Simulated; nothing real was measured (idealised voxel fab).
Process module heading - voxel wiring stack
Cross-section cut: width 270 nm, square cells of 5 nm.
Cross-sections here: square-cell grids, written as top-down lists of bands, a band being one or more rows of cells.
Band: top and bottom heights (nm) first, top before bottom; then materials from left to right, widths in nm. "throughout" marks a sole material filling the band edge to edge. "blank" denotes empty space.
Below 0: as-received wafer, all one material; heights counted from there. Lowest band: no bottom, goes on down, written "z 0 and below".
When a width is written as two numbers, as in "30 to 40", the first number is the width in the top row of cells of the band and the second is the width in its bottom row, and the width changes by the same amount from each row to the next.
Basically "stayed the same" means that step didn't change any cell in the cross-section.
What "Closed voids list" gives you is every empty space of 8 cells or more that is cut off from the top. Each appears as width x height at distance, with the distance taken from the left edge and width, height and distance all in nm.
Anything after a step's settings on that line? It's the simulator's own note about the step.
overlay nm: step with mask; distance mask lay right of planned place; negative value = left of planned place.

-- Process steps - plan
| 1 | RECEIVE [material Si] |
| 2 | CONFORMAL_DEP [material SiO2] [thk nm 15] |
| 3 | DIRECTIONAL_DEP [material TiN] [thk nm 5] |
| 4 | DIRECTIONAL_DEP [material Ru] [thk nm 20] |
| 5 | MASKED_ETCH [tone cover] [mask id METAL_1] [width nm 25] [pitch nm 45] [etch materials Ru] [depth nm 20] [overlay nm 0] |
| 6 | MASKED_ETCH [tone cover] [mask id METAL_1] [width nm 25] [pitch nm 45] [etch materials TiN] [depth nm 5] [overlay nm 0] |
| 7 | CONFORMAL_DEP [material SiCN] [thk nm 5] |
| 8 | FILL_DEP [material SiO2] [thk nm 10] |
| 9 | CMP [height nm 40] |
| 10 | CONFORMAL_DEP [material SiCN] [thk nm 5] |
| 11 | DIRECTIONAL_DEP [material lowk] [thk nm 30] |
| 12 | DIRECTIONAL_DEP [material aC] [thk nm 10] |
| 13 | PATTERN [tone open] [mask id METAL_2_HOLES] [material resist] [width nm 15] [pitch nm 45] [thk nm 25] [overlay nm 0] |
| 14 | DIRECTIONAL_ETCH [etch materials aC] [depth nm 10] |
| 15 | STRIP [etch materials resist] |
| 16 | DIRECTIONAL_ETCH [etch materials lowk] [depth nm 30] |
| 17 | STRIP [etch materials aC] |
| 18 | MASKED_ETCH [tone open] [mask id METAL_2] [width nm 25] [pitch nm 45] [etch materials lowk] [depth nm 15] [overlay nm 0] |
| 19 | MASKED_ETCH [tone open] [mask id METAL_2] [width nm 25] [pitch nm 45] [etch materials SiCN] [depth nm 5] [overlay nm 0] |
| 20 | CONFORMAL_DEP [material TiN] [thk nm 5] |
| 21 | FILL_DEP [material Ru] [thk nm 10] |
| 22 | CMP [height nm 75] |
| 23 | CONFORMAL_DEP [material SiCN] [thk nm 5] |
| 24 | DIRECTIONAL_DEP [material lowk] [thk nm 10] |
| 25 | PATTERN [tone open] [mask id PLUG_2] [material resist] [width nm 15] [pitch nm 45] [thk nm 20] [overlay nm 0] |
| 26 | DIRECTIONAL_ETCH [etch materials lowk] [depth nm 10] |
| 27 | DIRECTIONAL_ETCH [etch materials SiCN] [depth nm 5] |
| 28 | STRIP [etch materials resist] |
| 29 | EPI [material Ru] [thk nm 10] |
| 30 | EPI [material Ru] [thk nm 5] |
| 31 | DIRECTIONAL_DEP [material TiN] [thk nm 5] |
| 32 | DIRECTIONAL_DEP [material W] [thk nm 25] |
| 33 | MASKED_ETCH [tone cover] [mask id METAL_3] [width nm 25] [pitch nm 45] [etch materials W] [depth nm 25] [overlay nm 0] |
| 34 | MASKED_ETCH [tone cover] [mask id METAL_3] [width nm 25] [pitch nm 45] [etch materials TiN] [depth nm 5] [overlay nm 0] |
| 35 | FILL_DEP [material lowk] [thk nm 10] |
| 36 | CMP [height nm 120] |
| 37 | CONFORMAL_DEP [material SiCN] [thk nm 5] |

-- Delivered wafer in cross-section: state after step 1
- z 0 and below  Si throughout
- Closed voids list: none

-- Sectioned view, first of two wafers, at the close of the module, processed as intended in the plan
- z 125 to 120  SiCN throughout
- z 120 to 95  lowk: 75 / W: 25 / lowk: 20 / W: 25 / lowk: 20 / W: 25 / lowk: 80
- z 95 to 90  lowk: 75 / TiN: 25 / lowk: 20 / TiN: 25 / lowk: 20 / TiN: 25 / lowk: 80
- z 90 to 80  lowk: 75 / Ru: 15 / lowk: 30 / Ru: 15 / lowk: 30 / Ru: 15 / lowk: 90
- z 80 to 75  SiCN: 75 / Ru: 15 / SiCN: 30 / Ru: 15 / SiCN: 30 / Ru: 15 / SiCN: 90
- z 75 to 65  lowk: 75 / TiN: 5 / Ru: 15 / TiN: 5 / lowk: 20 / TiN: 5 / Ru: 15 / TiN: 5 / lowk: 20 / TiN: 5 / Ru: 15 / TiN: 5 / lowk: 80
- z 65 to 60  lowk: 75 / TiN: 5 / Ru: 5 / TiN: 15 / lowk: 20 / TiN: 5 / Ru: 5 / TiN: 15 / lowk: 20 / TiN: 5 / Ru: 5 / TiN: 15 / lowk: 80
- z 60 to 45  lowk: 75 / TiN: 5 / Ru: 5 / TiN: 5 / lowk: 30 / TiN: 5 / Ru: 5 / TiN: 5 / lowk: 30 / TiN: 5 / Ru: 5 / TiN: 5 / lowk: 90
- z 45 to 40  SiCN: 75 / TiN: 15 / SiCN: 30 / TiN: 15 / SiCN: 30 / TiN: 15 / SiCN: 90
- z 40 to 20  SiO2: 70 / SiCN: 5 / Ru: 25 / SiCN: 5 / SiO2: 10 / SiCN: 5 / Ru: 25 / SiCN: 5 / SiO2: 10 / SiCN: 5 / Ru: 25 / SiCN: 5 / SiO2: 75
- z 20 to 15  SiCN: 75 / TiN: 25 / SiCN: 20 / TiN: 25 / SiCN: 20 / TiN: 25 / SiCN: 80
- z 15 to 0  SiO2 throughout
- z 0 and below  Si throughout
- Closed voids list: none

-- Cross-section of the latter of the two wafers at module completion. It had an identical start and an identical plan to the former; in running it, one mistake was made
- z 125 to 120  SiCN throughout
- z 120 to 95  lowk: 75 / W: 25 / lowk: 20 / W: 25 / lowk: 20 / W: 25 / lowk: 80
- z 95 to 90  lowk: 75 / TiN: 25 / lowk: 20 / TiN: 25 / lowk: 20 / TiN: 25 / lowk: 80
- z 90 to 80  lowk: 75 / Ru: 15 / lowk: 30 / Ru: 15 / lowk: 30 / Ru: 15 / lowk: 90
- z 80 to 75  SiCN: 75 / Ru: 15 / SiCN: 30 / Ru: 15 / SiCN: 30 / Ru: 15 / SiCN: 90
- z 75 to 65  lowk: 75 / TiN: 5 / Ru: 15 / TiN: 5 / lowk: 20 / TiN: 5 / Ru: 15 / TiN: 5 / lowk: 20 / TiN: 5 / Ru: 15 / TiN: 5 / lowk: 80
- z 65 to 60  lowk: 75 / TiN: 5 / Ru: 5 / TiN: 15 / lowk: 20 / TiN: 5 / Ru: 5 / TiN: 15 / lowk: 20 / TiN: 5 / Ru: 5 / TiN: 15 / lowk: 80
- z 60 to 45  lowk: 75 / TiN: 5 / Ru: 5 / TiN: 5 / lowk: 30 / TiN: 5 / Ru: 5 / TiN: 5 / lowk: 30 / TiN: 5 / Ru: 5 / TiN: 5 / lowk: 90
- z 45 to 40  SiCN: 75 / TiN: 15 / SiCN: 30 / TiN: 15 / SiCN: 30 / TiN: 15 / SiCN: 90
- z 40 to 30  SiO2 throughout
- z 30 to 25  SiO2: 70 / SiCN: 35 / SiO2: 10 / SiCN: 35 / SiO2: 10 / SiCN: 35 / SiO2: 75
- z 25 to 5  SiO2: 70 / SiCN: 5 / Ru: 25 / SiCN: 5 / SiO2: 10 / SiCN: 5 / Ru: 25 / SiCN: 5 / SiO2: 10 / SiCN: 5 / Ru: 25 / SiCN: 5 / SiO2: 75
- z 5 to 0  SiCN: 75 / TiN: 25 / SiCN: 20 / TiN: 25 / SiCN: 20 / TiN: 25 / SiCN: 80
- z 0 and below  Si throughout
- Closed voids list: none
Here's what went sideways: heads up, step 2 of the plan was skipped and never actually ran
Materials where the second wafer ends with more or fewer cells than the first: 21 more of SiCN; 21 fewer of SiO2
